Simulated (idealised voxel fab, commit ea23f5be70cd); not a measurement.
process module | voxel transistor to metal
cross-section cut | 205 nm wide | cells 5 nm
A cross-section is a grid of square cells, given in bands from the top down. A band is one or more rows of cells.
Each band's line starts with the height of the band's top and of its bottom, in nm. Then come its materials from left to right, each with its width in nm. One material with "throughout" fills the band from edge to edge. "air" is empty space.
Height 0 is the level under which the wafer as received is all one material. The lowest band goes on downwards, as in "0 down".
A width such as "30 to 40" changes by the same amount from each row of cells to the next, from the band's top row to its bottom row.
"no change" after a step means that no cell of the cross-section changed.
closed voids: empty space of 8 cells or more with no open way to the top, each as width x height at its distance from the left edge, in nm
after a step's settings: what the simulator itself notes on the step
overlay nm, on a step with a mask: how far to the right of its planned place the mask lay; to the left if negative
plan
1 op RECEIVE | material Si
2 op CONFORMAL_DEP | material SiO2 | thk nm 5
3 op CONFORMAL_DEP | material SiN | thk nm 15
4 op DIRECTIONAL_DEP | material aC | thk nm 15
5 op PATTERN | tone cover | mask id ACTIVE | material resist | width nm 115 | thk nm 35 | overlay nm 0
6 op DIRECTIONAL_ETCH | etch materials aC | depth nm 15
7 op STRIP | etch materials resist
8 op DIRECTIONAL_ETCH | etch materials SiN | depth nm 15
9 op DIRECTIONAL_ETCH | etch materials SiO2 | depth nm 5
10 op DIRECTIONAL_ETCH | etch materials Si | depth nm 30
11 op STRIP | etch materials aC
12 op OXIDIZE | depth nm 5
13 op FILL_DEP | material SiO2 | thk nm 5
14 op CMP | height nm 20
15 op SELECTIVE_ETCH | etch materials SiO2 | depth nm 15
16 op STRIP | etch materials SiN
17 op SELECTIVE_ETCH | etch materials SiO2 | depth nm 5
18 op OXIDIZE | depth nm 5
19 op DIRECTIONAL_DEP | material polySi | thk nm 20
20 op DIRECTIONAL_DEP | material SiCN | thk nm 15
21 op PATTERN | tone cover | mask id GATE | material resist | width nm 25 | thk nm 20 | overlay nm 0
22 op DIRECTIONAL_ETCH | etch materials SiCN | depth nm 25
23 op DIRECTIONAL_ETCH | etch materials polySi | depth nm 30
24 op STRIP | etch materials resist
25 op CONFORMAL_DEP | material SiO2 | thk nm 5
26 op DIRECTIONAL_ETCH | etch materials SiO2 | depth nm 5
27 op CONFORMAL_DEP | material SiN | thk nm 5
28 op DIRECTIONAL_ETCH | etch materials SiN | depth nm 5
29 op DIRECTIONAL_ETCH | etch materials SiO2 | depth nm 5
30 op DIRECTIONAL_ETCH | etch materials Si | depth nm 10
31 op EPI | material pSi | thk nm 15
32 op FILL_DEP | material SiO2 | thk nm 5
33 op CMP | height nm 35
34 op DIRECTIONAL_DEP | material SiO2 | thk nm 15
35 op PATTERN | tone open | mask id CONTACT | material resist | width nm 20 | pitch nm 75 | thk nm 20 | overlay nm 0
36 op DIRECTIONAL_ETCH | etch materials SiO2 | depth nm 50
37 op STRIP | etch materials resist
38 op CONFORMAL_DEP | material TiN | thk nm 5
39 op FILL_DEP | material Ru | thk nm 5
40 op CMP | height nm 50
41 op CONFORMAL_DEP | material SiN | thk nm 5
42 op DIRECTIONAL_DEP | material lowk | thk nm 15
43 op PATTERN | tone open | mask id METAL_1 | material resist | width nm 20 | pitch nm 75 | thk nm 15 | overlay nm 0
44 op DIRECTIONAL_ETCH | etch materials lowk | depth nm 15
45 op DIRECTIONAL_ETCH | etch materials SiN | depth nm 5
46 op STRIP | etch materials resist
47 op CONFORMAL_DEP | material TiN | thk nm 5
48 op FILL_DEP | material W | thk nm 5
49 op CMP | height nm 70
50 op CONFORMAL_DEP | material SiN | thk nm 5
as received, after step 1
  0 down: Si throughout
  closed voids: none
a wafer at the end: this start, this plan, one mistake
  75 to 70: SiN throughout
  70 to 55: lowk 55 | TiN 5 | W 10 | TiN 5 | lowk 55 | TiN 5 | W 10 | TiN 5 | lowk 55
  55 to 50: SiN 55 | TiN 20 | SiN 55 | TiN 20 | SiN 55
  50 to 35: SiO2 55 | TiN 5 | Ru 10 | TiN 5 | SiO2 55 | TiN 5 | Ru 10 | TiN 5 | SiO2 55
  35 to 20: SiO2 55 | TiN 5 | Ru 10 | TiN 5 | SiO2 5 | SiN 5 | SiO2 5 | SiCN 25 | SiO2 5 | SiN 5 | SiO2 5 | TiN 5 | Ru 10 | TiN 5 | SiO2 55
  20 to 15: SiO2 55 | TiN 5 | Ru 10 | TiN 5 | SiO2 5 | SiN 5 | SiO2 5 | polySi 25 | SiO2 5 | SiN 5 | SiO2 5 | TiN 5 | Ru 10 | TiN 5 | SiO2 55
  15 to 10: SiO2 55 | TiN 20 | SiO2 5 | SiN 5 | SiO2 5 | polySi 25 | SiO2 5 | SiN 5 | SiO2 5 | TiN 20 | SiO2 55
  10 to 0: SiO2 55 | TiN 10 | pSi 15 | SiN 5 | SiO2 5 | polySi 25 | SiO2 5 | SiN 5 | pSi 15 | TiN 10 | SiO2 55
  0 to -5: SiO2 35 | pSi 45 | SiO2 45 | pSi 25 | SiO2 55
  -5 to -15: SiO2 40 | pSi 40 | Si 45 | pSi 20 | SiO2 60
  -15 to -35: SiO2 40 | Si 105 | SiO2 60
  -35 down: Si throughout
  closed voids: none
what went wrong: step 5 ran as: op PATTERN | tone cover | mask id ACTIVE | material resist | width nm 115 | thk nm 35 | overlay nm -10
